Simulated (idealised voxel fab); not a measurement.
This section sets out a process module, namely voxel spacer lines.
Shown is cross-section cut, with a width of 190 nm and square cells of size 5 nm.
A cross-section is a grid of square cells, given in bands from the top down. A band is one or more rows of cells. The entry gives the band's vertical extent as a top height and a bottom height in nm, then its horizontal make-up as materials from left to right, each with a width in nm. "empty" stands for empty space; a single material marked "full width" fills the band edge to edge. Zero point of the height axis is 0; under it, received wafer = one material. Lowest band: continues down indefinitely, "0 down". Read "30..40" as a graded width: first number on top, second number at the bottom, same change between each pair of neighbouring rows. Any step labelled "all unchanged" changed none of the cells in the cross-section. Closed-off voids of 8+ cells (no open route to the top) go in "Voids, sealed", written width x height at distance from the left edge, in nm. Anything after a step's settings on that line? It's the simulator's own note about the step. The optional step-line setting "overlay nm" applies to steps with a mask and quantifies how far to the right of its planned location the mask lay, a negative value indicating leftward placement.

Steps planned for the process
- 1: op RECEIVE | material Si
- 2: op CONFORMAL_DEP | material Al2O3 | thk nm 5
- 3: op DIRECTIONAL_DEP | material TiN | thk nm 15
- 4: op DIRECTIONAL_DEP | material aC | thk nm 20
- 5: op PATTERN | tone cover | mask id MANDREL | material resist | width nm 15 | pitch nm 50 | thk nm 30 | overlay nm -15
- 6: op DIRECTIONAL_ETCH | etch materials aC | depth nm 20
- 7: op STRIP | etch materials resist
- 8: op CONFORMAL_DEP | material SiN | thk nm 10
- 9: op DIRECTIONAL_ETCH | etch materials SiN | depth nm 10
- 10: op STRIP | etch materials aC
- 11: op DIRECTIONAL_ETCH | etch materials TiN | depth nm 15
- 12: op STRIP | etch materials SiN
What sets these wafers apart? The overlay nm at step 5. They all start alike, and the plan carries the first wafer's value.

The first of several wafers, as received after step 1, seen in section
    0 down | Si full width
    Voids, sealed: none

Where each wafer stands at the end of the module, a row apiece: cells of each material gained (+) or lost (-) since it was received, then closed voids
overlay nm -15 | +38 Al2O3 | +24 TiN | Voids, sealed: none
overlay nm -10 | +38 Al2O3 | +24 TiN | Voids, sealed: none
overlay nm -5 | +38 Al2O3 | +24 TiN | Voids, sealed: none
overlay nm 0 | +38 Al2O3 | +24 TiN | Voids, sealed: none
overlay nm 5 | +38 Al2O3 | +24 TiN | Voids, sealed: none
overlay nm 10 | +38 Al2O3 | +24 TiN | Voids, sealed: none
overlay nm 15 | +38 Al2O3 | +24 TiN | Voids, sealed: none
